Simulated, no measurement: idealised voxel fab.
process module | voxel released beams
cross-section cut | 270 nm wide | cells 5 nm
A cross-section is a grid of square cells, given in bands from the top down. A band is one or more rows of cells.
Each band's line starts with the height of the band's top and of its bottom, in nm. Then come its materials from left to right, each with its width in nm. One material with "throughout" fills the band from edge to edge. "air" is empty space.
Height 0 is the level under which the wafer as received is all one material. The lowest band goes on downwards, as in "0 down".
A width such as "30 to 40" changes by the same amount from each row of cells to the next, from the band's top row to its bottom row.
"no change" after a step means that no cell of the cross-section changed.
closed voids: empty space of 8 cells or more with no open way to the top, each as width x height at its distance from the left edge, in nm
after a step's settings: what the simulator itself notes on the step
overlay nm, on a step with a mask: how far to the right of its planned place the mask lay; to the left if negative
plan
1 op RECEIVE | material Si
2 op CONFORMAL_DEP | material SiN | thk nm 5
3 op DIRECTIONAL_DEP | material SiO2 | thk nm 10
4 op MASKED_ETCH | tone open | mask id ANCHOR | width nm 35 | etch materials SiO2 | depth nm 10 | overlay nm -15
5 op CONFORMAL_DEP | material polySi | thk nm 10
6 op DIRECTIONAL_DEP | material aC | thk nm 15
7 op PATTERN | tone cover | mask id BEAM | material resist | width nm 100 | thk nm 30 | overlay nm 0
8 op DIRECTIONAL_ETCH | etch materials aC | depth nm 15
9 op STRIP | etch materials resist
10 op DIRECTIONAL_ETCH | etch materials polySi | depth nm 10
11 op STRIP | etch materials aC
12 op STRIP | etch materials SiO2
varied across the wafers: overlay nm of step 4. The plan shows the first wafer's value. All wafers start alike
first wafer as received, after step 1
  0 down: Si throughout
  closed voids: none
first wafer at the end, after step 12
  25 to 15: air 95 | polySi 85 | air 90
  15 to 5: air 70 | polySi 35 | air 165
  5 to 0: SiN throughout
  0 down: Si throughout
  closed voids: none
last wafer at the end
  25 to 15: air 80 | polySi 30 | air 15 | polySi 55 | air 90
  15 to 5: air 100 | polySi 35 | air 135
  5 to 0: SiN throughout
  0 down: Si throughout
  closed voids: none
each wafer at the end: cells of each material gained (+) or lost (-) since it was received, then its closed voids
overlay nm -15 | +54 SiN | +48 polySi | closed voids: none
overlay nm -10 | +54 SiN | +48 polySi | closed voids: none
overlay nm -5 | +54 SiN | +48 polySi | closed voids: none
overlay nm 0 | +54 SiN | +48 polySi | closed voids: none
overlay nm 5 | +54 SiN | +48 polySi | closed voids: none
overlay nm 10 | +54 SiN | +48 polySi | closed voids: none
overlay nm 15 | +54 SiN | +48 polySi | closed voids: none
